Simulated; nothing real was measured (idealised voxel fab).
This is a process module. Its name is voxel air gaps.
We display cut, a cross-section 175 nm in width whose square cells are each 5 nm.
The cross-sections in this document take the form of a grid made of square cells. They are written out as bands, in order from top to bottom. Each band consists of one or more rows of cells. Top height, bottom height, nm. Materials left to right, width each, nm. Single material + "edge to edge" = fills band edge to edge. "air" = empty. Heights are measured from 0, the level below which the as-received wafer is all one material; the lowest band has no bottom and continues downward, written as in "0..down". Graded width ("30->40"): value in top row of band = first number; value in bottom row = second number; row-to-row change constant. The cross-section has no changed cell in any step marked "no change occurred". So "Closed cavities" is basically the list of trapped voids: any empty space of 8 cells or more that can't reach the top through an opening. They're written width x height at distance, the distance being from the left edge, and it's all nm. Anything after a step's settings on that line? It's the simulator's own note about the step. The "overlay nm" setting may appear on a step's line; for a step that uses a mask, it gives how far to the right of its planned position the mask lay, and a negative value indicates the left.
### Intended process steps
- 1: RECEIVE (material Si)
- 2: CONFORMAL_DEP (material SiO2; thk nm 15)
- 3: CONFORMAL_DEP (material SiCN; thk nm 5)
- 4: DIRECTIONAL_DEP (material lowk; thk nm 35)
- 5: DIRECTIONAL_DEP (material aC; thk nm 15)
- 6: PATTERN (tone open; mask id LINES; material resist; width nm 25; pitch nm 50; thk nm 30; overlay nm -10)
- 7: DIRECTIONAL_ETCH (etch materials aC; depth nm 15)
- 8: STRIP (etch materials resist)
- 9: DIRECTIONAL_ETCH (etch materials lowk; depth nm 35)
- 10: STRIP (etch materials aC)
- 11: CONFORMAL_DEP (material TiN; thk nm 5)
- 12: FILL_DEP (material Cu; thk nm 5)
- 13: CMP (height nm 55)
- 14: EPI (material Ru; thk nm 10)
- 15: SELECTIVE_ETCH (etch materials lowk; depth nm 45)
- 16: CONFORMAL_DEP (material SiCN; thk nm 5)
The plan shows the overlay nm of step 6 as the first wafer had it; this setting differs between the wafers, which start out alike.
### Received condition of the first of several wafers, sectioned: post-step 1
0..down = Si edge to edge
Closed cavities: none
### The following table contains a row per wafer, in which are reported, at the conclusion of the module, the cells of each material gained (+) or lost (-) since the wafer's receipt, with its closed voids given thereafter
overlay nm -10, +54 Cu, +54 Ru, +140 SiCN, +105 SiO2, +51 TiN, Closed cavities: 10 x 25 at 0; 15 x 25 at 45; 15 x 25 at 95
overlay nm -5, +54 Cu, +54 Ru, +140 SiCN, +105 SiO2, +51 TiN, Closed cavities: 15 x 25 at 50; 15 x 25 at 100
overlay nm 0, +54 Cu, +54 Ru, +140 SiCN, +105 SiO2, +51 TiN, Closed cavities: 15 x 25 at 55; 15 x 25 at 105
overlay nm 5, +54 Cu, +54 Ru, +140 SiCN, +105 SiO2, +51 TiN, Closed cavities: 15 x 25 at 60; 15 x 25 at 110
overlay nm 10, +54 Cu, +54 Ru, +140 SiCN, +105 SiO2, +51 TiN, Closed cavities: 15 x 25 at 65; 15 x 25 at 115; 10 x 25 at 165
